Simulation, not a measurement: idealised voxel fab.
A process module follows: voxel self aligned contacts.
Section shown: cut. Width: 230 nm. Cell size: 5 nm, square.
A cross-section is written here as square cells arranged in a grid, and it is given in bands from the top down, each band taking up one or more rows of cells. Band: top height; bottom height; in nm. Then, left to right: material with width in nm, for each material. "full width": a single material spanning edge to edge. "blank": empty space. A quick word on heights: they are counted from 0, and under that level the wafer as it came to us is one material throughout. The lowest band is different from the rest in having no bottom; it simply continues downward, written as in "0 and below". Note: "30 to 40" means the width goes from the first number (top row of the band) to the second number (bottom row) in equal steps per row of cells. Step marked "no modifications"? Then no cell in the cross-section changed in it. For the entry "Closed void listing", the listed items are empty spaces with no open way to the top whose size is 8 cells or more; each item follows the pattern width x height at distance, where distance is from the left edge and all three are in nm. Anything after a step's settings on that line? It's the simulator's own note about the step. The optional step-line setting "overlay nm" applies to steps with a mask and quantifies how far to the right of its planned location the mask lay, a negative value indicating leftward placement.

## This section lists the process steps that were planned
1) RECEIVE with material Si
2) CONFORMAL_DEP with material SiO2, thk nm 5
3) DIRECTIONAL_DEP with material polySi, thk nm 25
4) DIRECTIONAL_DEP with material SiN, thk nm 20
5) DIRECTIONAL_DEP with material aC, thk nm 15
6) PATTERN with tone cover, mask id GATE, material resist, width nm 30, pitch nm 55, thk nm 30, overlay nm 0
7) DIRECTIONAL_ETCH with etch materials aC, depth nm 5
8) STRIP with etch materials resist
9) DIRECTIONAL_ETCH with etch materials SiN, depth nm 20
10) DIRECTIONAL_ETCH with etch materials polySi, depth nm 25
11) STRIP with etch materials aC
12) CONFORMAL_DEP with material SiN, thk nm 5
13) DIRECTIONAL_ETCH with etch materials SiN, depth nm 5
14) FILL_DEP with material SiO2, thk nm 15
15) CMP with height nm 60
16) DIRECTIONAL_DEP with material aC, thk nm 15
17) PATTERN with tone open, mask id CONTACT, material resist, width nm 35, thk nm 35, overlay nm 0
18) DIRECTIONAL_ETCH with etch materials aC, depth nm 15
19) STRIP with etch materials resist
20) DIRECTIONAL_ETCH with etch materials SiO2, depth nm 60
21) STRIP with etch materials aC
22) CONFORMAL_DEP with material TiN, thk nm 5
23) FILL_DEP with material W, thk nm 5
24) CMP with height nm 60
25) CONFORMAL_DEP with material SiN, thk nm 5
Every wafer here starts from the same state; it is the step 7 depth nm that distinguishes them, and the value the plan gives belongs to the first wafer.

## As-received cross-section, first of several wafers, post step 1
	0 and below | Si full width
	Closed void listing: none

## Gained (+) or lost (-) cells of each material since receipt, then closed voids: one row per wafer, at the end of the module
depth nm 5 | +230 SiN | +124 SiO2 | +9 TiN | +5 W | +230 polySi | Closed void listing: none
depth nm 10 | +230 SiN | +124 SiO2 | +9 TiN | +5 W | +230 polySi | Closed void listing: none
depth nm 15 | +130 SiN | +364 SiO2 | +29 TiN | +15 W | +60 polySi | Closed void listing: none
depth nm 20 | +130 SiN | +364 SiO2 | +29 TiN | +15 W | +60 polySi | Closed void listing: none
depth nm 25 | +130 SiN | +364 SiO2 | +29 TiN | +15 W | +60 polySi | Closed void listing: none
depth nm 30 | +130 SiN | +364 SiO2 | +29 TiN | +15 W | +60 polySi | Closed void listing: none
